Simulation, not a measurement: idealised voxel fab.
You're looking at the process module voxel trench capacitor.
It is cross-section cut that appears here, measuring 275 nm in width, its square cells being 5 nm in size.
A cross-section is written here as square cells arranged in a grid, and it is given in bands from the top down, each band taking up one or more rows of cells.
This entry defines a band. It first specifies the height of the band's top and the height of its bottom in nm, and then specifies the band's materials from left to right, stating each material with its width in nm. The word "all across" identifies a single material that fills the band from edge to edge, while the word "empty" identifies empty space.
It should be noted that heights are counted from 0, beneath which the wafer as supplied is of one material throughout, and that the lowest band possesses no lower boundary but continues downward, as written in "0 nm and below".
Width "30..40": first value at the band's top row of cells, second value at its bottom row, equal change from row to row.
"remained unchanged" means the step left every cell of the cross-section as it was.
Basically, "Closed cavity list" tells you about the enclosed voids: empty spaces with no open way to the top, 8 cells or bigger, each written width x height at distance, where distance is from the left edge, all in nm.
On each step's line, the part that comes after the settings is the simulator's own comment on the step.
"overlay nm" on a masked step: distance the mask lay right of its planned place, negative for left.
[The process steps that were planned are listed below]
1 RECEIVE: material Si
2 CONFORMAL_DEP: material SiN, thk nm 5
3 PATTERN: tone open, mask id TRENCH, material resist, width nm 30, pitch nm 50, thk nm 15, overlay nm 0
4 DIRECTIONAL_ETCH: etch materials SiN, depth nm 5
5 DIRECTIONAL_ETCH: etch materials Si, depth nm 25
6 STRIP: etch materials resist
7 CONFORMAL_DEP: material HfO2, thk nm 5
8 CONFORMAL_DEP: material TiN, thk nm 5
9 FILL_DEP: material W, thk nm 10
10 CMP: height nm 5
[As received (post step 1): cross-section]
    0 nm and below  Si all across
    Closed cavity list: none
[Starting structure and process plan are as shown above, but one mistake was made in running the module; the wafer cross-section at the end of the module follows]
    5 nm to 0 nm  95 SiN, then 5 HfO2, then 5 TiN, then 10 W, then 5 TiN, then 5 HfO2, then 20 SiN, then 5 HfO2, then 5 TiN, then 10 W, then 5 TiN, then 5 HfO2, then 100 SiN
    0 nm to -40 nm  95 Si, then 5 HfO2, then 5 TiN, then 10 W, then 5 TiN, then 5 HfO2, then 20 Si, then 5 HfO2, then 5 TiN, then 10 W, then 5 TiN, then 5 HfO2, then 100 Si
    -40 nm to -45 nm  95 Si, then 5 HfO2, then 20 TiN, then 5 HfO2, then 20 Si, then 5 HfO2, then 20 TiN, then 5 HfO2, then 100 Si
    -45 nm to -50 nm  95 Si, then 30 HfO2, then 20 Si, then 30 HfO2, then 100 Si
    -50 nm and below  Si all across
    Closed cavity list: none
What was done differently from what was planned? in the plan, step 5 was performed twice
